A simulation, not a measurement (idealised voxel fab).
Process module, titled voxel transistor to metal
Displayed cross-section: cut, width of 205 nm, square cells sized 5 nm.
Cross-section = grid of square cells, listed top down in bands; band = one or more rows.
For a band, the entry starts with two heights in nm, that of the top and then that of the bottom, and carries on with the band's materials in order from left to right, each alongside its width in nm; the word "everywhere" beside a single material means it fills the band edge to edge, and "blank" means empty space.
Convention: height 0 is the level below which the wafer, as received, is all one material. The lowest band does not terminate at the bottom but continues downward, represented as "0 -> down".
When a width is written as two numbers, as in "30->40", the first number is the width in the top row of cells of the band and the second is the width in its bottom row, and the width changes by the same amount from each row to the next.
What does "changes: none" mean for a step? It means no cell of the cross-section changed in that step.
For the entry "Enclosed cavity list", the listed items are empty spaces with no open way to the top whose size is 8 cells or more; each item follows the pattern width x height at distance, where distance is from the left edge and all three are in nm.
Formally, on a step line, whatever follows the settings is a remark that the simulator itself makes on the step.
The setting "overlay nm" may be written on the line of a step. When the step uses a mask, the value reports how far to the right of the planned place the mask lay, and a negative value reports that it lay to the left.

-- This section lists the process steps that were planned
1: op RECEIVE | material Si
2: op CONFORMAL_DEP | material SiO2 | thk nm 5
3: op CONFORMAL_DEP | material SiN | thk nm 15
4: op MASKED_ETCH | tone cover | mask id ACTIVE | width nm 90 | etch materials SiN | depth nm 15 | overlay nm 0
5: op MASKED_ETCH | tone cover | mask id ACTIVE | width nm 90 | etch materials SiO2 | depth nm 5 | overlay nm 0
6: op MASKED_ETCH | tone cover | mask id ACTIVE | width nm 90 | etch materials Si | depth nm 35 | overlay nm 0
7: op OXIDIZE | depth nm 5
8: op FILL_DEP | material SiO2 | thk nm 5
9: op CMP | height nm 20
10: op SELECTIVE_ETCH | etch materials SiO2 | depth nm 5
11: op STRIP | etch materials SiN
12: op SELECTIVE_ETCH | etch materials SiO2 | depth nm 5
13: op OXIDIZE | depth nm 5
14: op DIRECTIONAL_DEP | material polySi | thk nm 20
15: op DIRECTIONAL_DEP | material SiCN | thk nm 10
16: op DIRECTIONAL_DEP | material aC | thk nm 10
17: op PATTERN | tone cover | mask id GATE | material resist | width nm 20 | thk nm 30 | overlay nm 0
18: op DIRECTIONAL_ETCH | etch materials aC | depth nm 10
19: op STRIP | etch materials resist
20: op DIRECTIONAL_ETCH | etch materials SiCN | depth nm 20
21: op DIRECTIONAL_ETCH | etch materials polySi | depth nm 30
22: op STRIP | etch materials aC
23: op CONFORMAL_DEP | material SiN | thk nm 10
24: op DIRECTIONAL_ETCH | etch materials SiN | depth nm 10
25: op DIRECTIONAL_ETCH | etch materials SiO2 | depth nm 5
26: op DIRECTIONAL_ETCH | etch materials Si | depth nm 5
27: op EPI | material pSi | thk nm 10
28: op FILL_DEP | material SiO2 | thk nm 5
29: op CMP | height nm 30
30: op DIRECTIONAL_DEP | material SiO2 | thk nm 15
31: op MASKED_ETCH | tone open | mask id CONTACT | width nm 15 | pitch nm 65 | etch materials SiO2 | depth nm 45 | overlay nm 0
32: op CONFORMAL_DEP | material TiN | thk nm 5
33: op FILL_DEP | material W | thk nm 10
34: op CMP | height nm 45
35: op CONFORMAL_DEP | material SiCN | thk nm 5
36: op DIRECTIONAL_DEP | material lowk | thk nm 15
37: op MASKED_ETCH | tone open | mask id METAL_1 | width nm 15 | pitch nm 65 | etch materials lowk | depth nm 15 | overlay nm 0
38: op MASKED_ETCH | tone open | mask id METAL_1 | width nm 15 | pitch nm 65 | etch materials SiCN | depth nm 5 | overlay nm 0
39: op CONFORMAL_DEP | material TiN | thk nm 5
40: op FILL_DEP | material Ru | thk nm 10
41: op CMP | height nm 65
42: op CONFORMAL_DEP | material SiN | thk nm 5

-- The first of two wafers, run as planned

-- as received, after step 1
  0 -> down: Si everywhere
  Enclosed cavity list: none

-- After step 2, in cross-section
  5 -> 0: SiO2 everywhere
  Anything lower than 0 is untouched.

-- After step 3, in cross-section
  20 -> 5: SiN everywhere
  Anything lower than 5 is untouched.

-- After step 4, in cross-section
  20 -> 5: blank (55) | SiN (90) | blank (60)
  Anything lower than 5 is untouched.

-- After step 5, in cross-section
  20 -> 5: blank (55) | SiN (90) | blank (60)
  5 -> 0: blank (55) | SiO2 (90) | blank (60)
  Anything lower than 0 is untouched.

-- After step 6, in cross-section
  20 -> 5: blank (55) | SiN (90) | blank (60)
  5 -> 0: blank (55) | SiO2 (90) | blank (60)
  0 -> -35: blank (55) | Si (90) | blank (60)
  Anything lower than -35 is untouched.

-- After step 7, in cross-section
  20 -> 5: blank (55) | SiN (90) | blank (60)
  5 -> 0: blank (55) | SiO2 (90) | blank (60)
  0 -> -35: blank (55) | SiO2 (5) | Si (80) | SiO2 (5) | blank (60)
  -35 -> -40: SiO2 (60) | Si (80) | SiO2 (65)
  Anything lower than -40 is untouched.

-- After step 8, in cross-section
  25 -> 20: SiO2 everywhere
  20 -> 5: SiO2 (55) | SiN (90) | SiO2 (60)
  5 -> 0: SiO2 everywhere
  0 -> -40: SiO2 (60) | Si (80) | SiO2 (65)
  Anything lower than -40 is untouched.

-- After step 9, in cross-section
  20 -> 5: SiO2 (55) | SiN (90) | SiO2 (60)
  Anything lower than 5 is untouched.

-- After step 10, in cross-section
  20 -> 15: blank (55) | SiN (90) | blank (60)
  Anything lower than 15 is untouched.

-- After step 11, in cross-section
  15 -> 5: SiO2 (55) | blank (90) | SiO2 (60)
  Anything lower than 5 is untouched.

-- After step 12, in cross-section
  10 -> 0: SiO2 (50) | blank (100) | SiO2 (55)
  Anything lower than 0 is untouched.

-- After step 13, in cross-section
  10 -> 0: SiO2 (50) | blank (100) | SiO2 (55)
  0 -> -5: SiO2 everywhere
  Anything lower than -5 is untouched.

-- After step 14, in cross-section
  30 -> 20: polySi (50) | blank (100) | polySi (55)
  20 -> 10: polySi everywhere
  10 -> 0: SiO2 (50) | polySi (100) | SiO2 (55)
  Anything lower than 0 is untouched.

-- After step 15, in cross-section
  40 -> 30: SiCN (50) | blank (100) | SiCN (55)
  30 -> 20: polySi (50) | SiCN (100) | polySi (55)
  Anything lower than 20 is untouched.

-- After step 16, in cross-section
  50 -> 40: aC (50) | blank (100) | aC (55)
  40 -> 30: SiCN (50) | aC (100) | SiCN (55)
  Anything lower than 30 is untouched.

-- After step 17, in cross-section
  80 -> 50: blank (90) | resist (20) | blank (95)
  50 -> 40: aC (50) | blank (40) | resist (20) | blank (40) | aC (55)
  Anything lower than 40 is untouched.

-- After step 18, in cross-section
  70 -> 40: blank (90) | resist (20) | blank (95)
  40 -> 30: SiCN (50) | blank (40) | aC (20) | blank (40) | SiCN (55)
  Anything lower than 30 is untouched.

-- After step 19, in cross-section
  40 -> 30: SiCN (50) | blank (40) | aC (20) | blank (40) | SiCN (55)
  Anything lower than 30 is untouched.

-- After step 20, in cross-section
  40 -> 30: blank (90) | aC (20) | blank (95)
  30 -> 20: polySi (50) | blank (40) | SiCN (20) | blank (40) | polySi (55)
  Anything lower than 20 is untouched.

-- After step 21, in cross-section
  40 -> 30: blank (90) | aC (20) | blank (95)
  30 -> 20: blank (90) | SiCN (20) | blank (95)
  20 -> 10: blank (90) | polySi (20) | blank (95)
  10 -> 0: SiO2 (50) | blank (40) | polySi (20) | blank (40) | SiO2 (55)
  Anything lower than 0 is untouched.

-- After step 22, in cross-section
  30 -> 20: blank (90) | SiCN (20) | blank (95)
  Anything lower than 20 is untouched.

-- After step 23, in cross-section
  40 -> 30: blank (80) | SiN (40) | blank (85)
  30 -> 20: blank (80) | SiN (10) | SiCN (20) | SiN (10) | blank (85)
  20 -> 10: SiN (60) | blank (20) | SiN (10) | polySi (20) | SiN (10) | blank (20) | SiN (65)
  10 -> 0: SiO2 (50) | SiN (40) | polySi (20) | SiN (40) | SiO2 (55)
  Anything lower than 0 is untouched.

-- After step 24, in cross-section
  30 -> 20: blank (80) | SiN (10) | SiCN (20) | SiN (10) | blank (85)
  20 -> 10: blank (80) | SiN (10) | polySi (20) | SiN (10) | blank (85)
  10 -> 0: SiO2 (50) | SiN (10) | blank (20) | SiN (10) | polySi (20) | SiN (10) | blank (20) | SiN (10) | SiO2 (55)
  Anything lower than 0 is untouched.

-- After step 25, in cross-section
  30 -> 20: blank (80) | SiN (10) | SiCN (20) | SiN (10) | blank (85)
  20 -> 10: blank (80) | SiN (10) | polySi (20) | SiN (10) | blank (85)
  10 -> 5: blank (50) | SiN (10) | blank (20) | SiN (10) | polySi (20) | SiN (10) | blank (20) | SiN (10) | blank (55)
  5 -> 0: SiO2 (50) | SiN (10) | blank (20) | SiN (10) | polySi (20) | SiN (10) | blank (20) | SiN (10) | SiO2 (55)
  0 -> -5: SiO2 (60) | blank (20) | SiO2 (40) | blank (20) | SiO2 (65)
  Anything lower than -5 is untouched.

-- After step 26, in cross-section
  30 -> 20: blank (80) | SiN (10) | SiCN (20) | SiN (10) | blank (85)
  20 -> 10: blank (80) | SiN (10) | polySi (20) | SiN (10) | blank (85)
  10 -> 5: blank (50) | SiN (10) | blank (20) | SiN (10) | polySi (20) | SiN (10) | blank (20) | SiN (10) | blank (55)
  5 -> 0: SiO2 (50) | SiN (10) | blank (20) | SiN (10) | polySi (20) | SiN (10) | blank (20) | SiN (10) | SiO2 (55)
  0 -> -5: SiO2 (60) | blank (20) | SiO2 (40) | blank (20) | SiO2 (65)
  -5 -> -10: SiO2 (60) | blank (20) | Si (40) | blank (20) | SiO2 (65)
  Anything lower than -10 is untouched.

-- After step 27, in cross-section
  30 -> 20: blank (80) | SiN (10) | SiCN (20) | SiN (10) | blank (85)
  20 -> 10: blank (80) | SiN (10) | polySi (20) | SiN (10) | blank (85)
  10 -> 5: blank (50) | SiN (10) | blank (20) | SiN (10) | polySi (20) | SiN (10) | blank (20) | SiN (10) | blank (55)
  5 -> 0: SiO2 (50) | SiN (10) | blank (10) | pSi (10) | SiN (10) | polySi (20) | SiN (10) | pSi (10) | blank (10) | SiN (10) | SiO2 (55)
  0 -> -5: SiO2 (60) | pSi (20) | SiO2 (40) | pSi (20) | SiO2 (65)
  -5 -> -10: SiO2 (60) | pSi (20) | Si (40) | pSi (20) | SiO2 (65)
  Anything lower than -10 is untouched.

-- After step 28, in cross-section
  35 -> 30: SiO2 everywhere
  30 -> 20: SiO2 (80) | SiN (10) | SiCN (20) | SiN (10) | SiO2 (85)
  20 -> 10: SiO2 (80) | SiN (10) | polySi (20) | SiN (10) | SiO2 (85)
  10 -> 5: SiO2 (50) | SiN (10) | SiO2 (20) | SiN (10) | polySi (20) | SiN (10) | SiO2 (20) | SiN (10) | SiO2 (55)
  5 -> 0: SiO2 (50) | SiN (10) | SiO2 (10) | pSi (10) | SiN (10) | polySi (20) | SiN (10) | pSi (10) | SiO2 (10) | SiN (10) | SiO2 (55)
  Anything lower than 0 is untouched.

-- After step 29, in cross-section
  30 -> 20: SiO2 (80) | SiN (10) | SiCN (20) | SiN (10) | SiO2 (85)
  Anything lower than 20 is untouched.

-- After step 30, in cross-section
  45 -> 30: SiO2 everywhere
  Anything lower than 30 is untouched.

-- After step 31, in cross-section
  45 -> 30: SiO2 (60) | blank (15) | SiO2 (50) | blank (15) | SiO2 (65)
  30 -> 20: SiO2 (60) | blank (15) | SiO2 (5) | SiN (10) | SiCN (20) | SiN (10) | SiO2 (5) | blank (15) | SiO2 (65)
  20 -> 10: SiO2 (60) | blank (15) | SiO2 (5) | SiN (10) | polySi (20) | SiN (10) | SiO2 (5) | blank (15) | SiO2 (65)
  10 -> 5: SiO2 (50) | SiN (10) | blank (15) | SiO2 (5) | SiN (10) | polySi (20) | SiN (10) | SiO2 (5) | blank (15) | SiN (10) | SiO2 (55)
  5 -> 0: SiO2 (50) | SiN (10) | blank (10) | pSi (10) | SiN (10) | polySi (20) | SiN (10) | pSi (10) | blank (10) | SiN (10) | SiO2 (55)
  Anything lower than 0 is untouched.

-- After step 32, in cross-section
  50 -> 45: TiN (65) | blank (5) | TiN (60) | blank (5) | TiN (70)
  45 -> 30: SiO2 (60) | TiN (5) | blank (5) | TiN (5) | SiO2 (50) | TiN (5) | blank (5) | TiN (5) | SiO2 (65)
  30 -> 20: SiO2 (60) | TiN (5) | blank (5) | TiN (5) | SiO2 (5) | SiN (10) | SiCN (20) | SiN (10) | SiO2 (5) | TiN (5) | blank (5) | TiN (5) | SiO2 (65)
  20 -> 10: SiO2 (60) | TiN (5) | blank (5) | TiN (5) | SiO2 (5) | SiN (10) | polySi (20) | SiN (10) | SiO2 (5) | TiN (5) | blank (5) | TiN (5) | SiO2 (65)
  10 -> 5: SiO2 (50) | SiN (10) | TiN (15) | SiO2 (5) | SiN (10) | polySi (20) | SiN (10) | SiO2 (5) | TiN (15) | SiN (10) | SiO2 (55)
  5 -> 0: SiO2 (50) | SiN (10) | TiN (10) | pSi (10) | SiN (10) | polySi (20) | SiN (10) | pSi (10) | TiN (10) | SiN (10) | SiO2 (55)
  Anything lower than 0 is untouched.

-- After step 33, in cross-section
  60 -> 50: W everywhere
  50 -> 45: TiN (65) | W (5) | TiN (60) | W (5) | TiN (70)
  45 -> 30: SiO2 (60) | TiN (5) | W (5) | TiN (5) | SiO2 (50) | TiN (5) | W (5) | TiN (5) | SiO2 (65)
  30 -> 20: SiO2 (60) | TiN (5) | W (5) | TiN (5) | SiO2 (5) | SiN (10) | SiCN (20) | SiN (10) | SiO2 (5) | TiN (5) | W (5) | TiN (5) | SiO2 (65)
  20 -> 10: SiO2 (60) | TiN (5) | W (5) | TiN (5) | SiO2 (5) | SiN (10) | polySi (20) | SiN (10) | SiO2 (5) | TiN (5) | W (5) | TiN (5) | SiO2 (65)
  Anything lower than 10 is untouched.

-- After step 34, in cross-section
  45 -> 30: SiO2 (60) | TiN (5) | W (5) | TiN (5) | SiO2 (50) | TiN (5) | W (5) | TiN (5) | SiO2 (65)
  Anything lower than 30 is untouched.

-- After step 35, in cross-section
  50 -> 45: SiCN everywhere
  Anything lower than 45 is untouched.

-- After step 36, in cross-section
  65 -> 50: lowk everywhere
  Anything lower than 50 is untouched.

-- After step 37, in cross-section
  65 -> 50: lowk (60) | blank (15) | lowk (50) | blank (15) | lowk (65)
  Anything lower than 50 is untouched.

-- After step 38, in cross-section
  65 -> 50: lowk (60) | blank (15) | lowk (50) | blank (15) | lowk (65)
  50 -> 45: SiCN (60) | blank (15) | SiCN (50) | blank (15) | SiCN (65)
  Anything lower than 45 is untouched.

-- After step 39, in cross-section
  70 -> 65: TiN (65) | blank (5) | TiN (60) | blank (5) | TiN (70)
  65 -> 50: lowk (60) | TiN (5) | blank (5) | TiN (5) | lowk (50) | TiN (5) | blank (5) | TiN (5) | lowk (65)
  50 -> 45: SiCN (60) | TiN (15) | SiCN (50) | TiN (15) | SiCN (65)
  Anything lower than 45 is untouched.

-- After step 40, in cross-section
  80 -> 70: Ru everywhere
  70 -> 65: TiN (65) | Ru (5) | TiN (60) | Ru (5) | TiN (70)
  65 -> 50: lowk (60) | TiN (5) | Ru (5) | TiN (5) | lowk (50) | TiN (5) | Ru (5) | TiN (5) | lowk (65)
  Anything lower than 50 is untouched.

-- After step 41, in cross-section
  65 -> 50: lowk (60) | TiN (5) | Ru (5) | TiN (5) | lowk (50) | TiN (5) | Ru (5) | TiN (5) | lowk (65)
  Anything lower than 50 is untouched.

-- After step 42, in cross-section
  70 -> 65: SiN everywhere
  Anything lower than 65 is untouched.

-- Wafer two. Same start, same plan, one slip in execution. Same as wafer one through step 16, inclusive

-- Cross-section, second wafer, at the end time the plan gives for step 17
  80 -> 50: resist (90) | blank (20) | resist (95)
  50 -> 40: aC (50) | resist (40) | blank (20) | resist (40) | aC (55)
  Anything lower than 40 is untouched.

-- Cross-section, second wafer, at the end time the plan gives for step 18
  70 -> 50: resist (90) | blank (20) | resist (95)
  50 -> 40: aC (50) | resist (40) | blank (20) | resist (40) | aC (55)
  40 -> 30: SiCN (50) | aC (40) | blank (20) | aC (40) | SiCN (55)
  Anything lower than 30 is untouched.

-- Cross-section, second wafer, at the end time the plan gives for step 19
  50 -> 40: aC (50) | blank (100) | aC (55)
  Anything lower than 40 is untouched.

-- Cross-section, second wafer, at the end time the plan gives for step 20
  50 -> 40: aC (50) | blank (100) | aC (55)
  40 -> 30: SiCN (50) | aC (40) | blank (20) | aC (40) | SiCN (55)
  30 -> 20: polySi (50) | SiCN (40) | blank (20) | SiCN (40) | polySi (55)
  Anything lower than 20 is untouched.

-- Cross-section, second wafer, at the end time the plan gives for step 21
  50 -> 40: aC (50) | blank (100) | aC (55)
  40 -> 30: SiCN (50) | aC (40) | blank (20) | aC (40) | SiCN (55)
  30 -> 20: polySi (50) | SiCN (40) | blank (20) | SiCN (40) | polySi (55)
  20 -> 10: polySi (90) | blank (20) | polySi (95)
  10 -> 0: SiO2 (50) | polySi (40) | blank (20) | polySi (40) | SiO2 (55)
  Anything lower than 0 is untouched.

-- Cross-section, second wafer, at the end time the plan gives for step 22
  40 -> 30: SiCN (50) | blank (100) | SiCN (55)
  Anything lower than 30 is untouched.

-- Cross-section, second wafer, at the end time the plan gives for step 23
  50 -> 40: SiN (60) | blank (80) | SiN (65)
  40 -> 30: SiCN (50) | SiN (100) | SiCN (55)
  30 -> 20: polySi (50) | SiCN (40) | SiN (20) | SiCN (40) | polySi (55)
  20 -> 10: polySi (90) | SiN (20) | polySi (95)
  10 -> 0: SiO2 (50) | polySi (40) | SiN (20) | polySi (40) | SiO2 (55)
  Anything lower than 0 is untouched.

-- Cross-section, second wafer, at the end time the plan gives for step 24
  40 -> 30: SiCN (50) | SiN (10) | blank (80) | SiN (10) | SiCN (55)
  Anything lower than 30 is untouched.

Cross-section, second wafer, at the end time the plan gives for step 25: changes: none

Cross-section, second wafer, at the end time the plan gives for step 26: changes: none

Cross-section, second wafer, at the end time the plan gives for step 27: changes: none

-- Cross-section, second wafer, at the end time the plan gives for step 28
  45 -> 40: SiO2 everywhere
  40 -> 30: SiCN (50) | SiN (10) | SiO2 (80) | SiN (10) | SiCN (55)
  Anything lower than 30 is untouched.

-- Cross-section, second wafer, at the end time the plan gives for step 29
  30 -> 20: polySi (50) | SiCN (40) | SiN (20) | SiCN (40) | polySi (55)
  Anything lower than 20 is untouched.

-- Cross-section, second wafer, at the end time the plan gives for step 30
  45 -> 30: SiO2 everywhere
  Anything lower than 30 is untouched.

-- Cross-section, second wafer, at the end time the plan gives for step 31
  45 -> 30: SiO2 (60) | blank (15) | SiO2 (50) | blank (15) | SiO2 (65)
  Anything lower than 30 is untouched.

-- Cross-section, second wafer, at the end time the plan gives for step 32
  50 -> 45: TiN (65) | blank (5) | TiN (60) | blank (5) | TiN (70)
  45 -> 35: SiO2 (60) | TiN (5) | blank (5) | TiN (5) | SiO2 (50) | TiN (5) | blank (5) | TiN (5) | SiO2 (65)
  35 -> 30: SiO2 (60) | TiN (15) | SiO2 (50) | TiN (15) | SiO2 (65)
  Anything lower than 30 is untouched.

-- Cross-section, second wafer, at the end time the plan gives for step 33
  60 -> 50: W everywhere
  50 -> 45: TiN (65) | W (5) | TiN (60) | W (5) | TiN (70)
  45 -> 35: SiO2 (60) | TiN (5) | W (5) | TiN (5) | SiO2 (50) | TiN (5) | W (5) | TiN (5) | SiO2 (65)
  Anything lower than 35 is untouched.

-- Cross-section, second wafer, at the end time the plan gives for step 34
  45 -> 35: SiO2 (60) | TiN (5) | W (5) | TiN (5) | SiO2 (50) | TiN (5) | W (5) | TiN (5) | SiO2 (65)
  Anything lower than 35 is untouched.

-- Cross-section, second wafer, at the end time the plan gives for step 35
  50 -> 45: SiCN everywhere
  Anything lower than 45 is untouched.

-- Cross-section, second wafer, at the end time the plan gives for step 36
  65 -> 50: lowk everywhere
  Anything lower than 50 is untouched.

-- Cross-section, second wafer, at the end time the plan gives for step 37
  65 -> 50: lowk (60) | blank (15) | lowk (50) | blank (15) | lowk (65)
  Anything lower than 50 is untouched.

-- Cross-section, second wafer, at the end time the plan gives for step 38
  65 -> 50: lowk (60) | blank (15) | lowk (50) | blank (15) | lowk (65)
  50 -> 45: SiCN (60) | blank (15) | SiCN (50) | blank (15) | SiCN (65)
  Anything lower than 45 is untouched.

-- Cross-section, second wafer, at the end time the plan gives for step 39
  70 -> 65: TiN (65) | blank (5) | TiN (60) | blank (5) | TiN (70)
  65 -> 50: lowk (60) | TiN (5) | blank (5) | TiN (5) | lowk (50) | TiN (5) | blank (5) | TiN (5) | lowk (65)
  50 -> 45: SiCN (60) | TiN (15) | SiCN (50) | TiN (15) | SiCN (65)
  Anything lower than 45 is untouched.

-- Cross-section, second wafer, at the end time the plan gives for step 40
  80 -> 70: Ru everywhere
  70 -> 65: TiN (65) | Ru (5) | TiN (60) | Ru (5) | TiN (70)
  65 -> 50: lowk (60) | TiN (5) | Ru (5) | TiN (5) | lowk (50) | TiN (5) | Ru (5) | TiN (5) | lowk (65)
  Anything lower than 50 is untouched.

-- Cross-section, second wafer, at the end time the plan gives for step 41
  65 -> 50: lowk (60) | TiN (5) | Ru (5) | TiN (5) | lowk (50) | TiN (5) | Ru (5) | TiN (5) | lowk (65)
  Anything lower than 50 is untouched.

-- Cross-section, second wafer, at the end time the plan gives for step 42
  70 -> 65: SiN everywhere
  Anything lower than 65 is untouched.
What broke from the plan during processing? step 17 went in with a setting other than planned; the actual run was op PATTERN | tone open | mask id GATE | material resist | width nm 20 | thk nm 30 | overlay nm 0
at the end the second wafer has, in cells: 8 more of Si | 24 more of SiCN | 8 fewer of SiN | 102 fewer of SiO2 | 24 fewer of TiN | 10 fewer of W | 20 fewer of pSi | 132 more of polySi
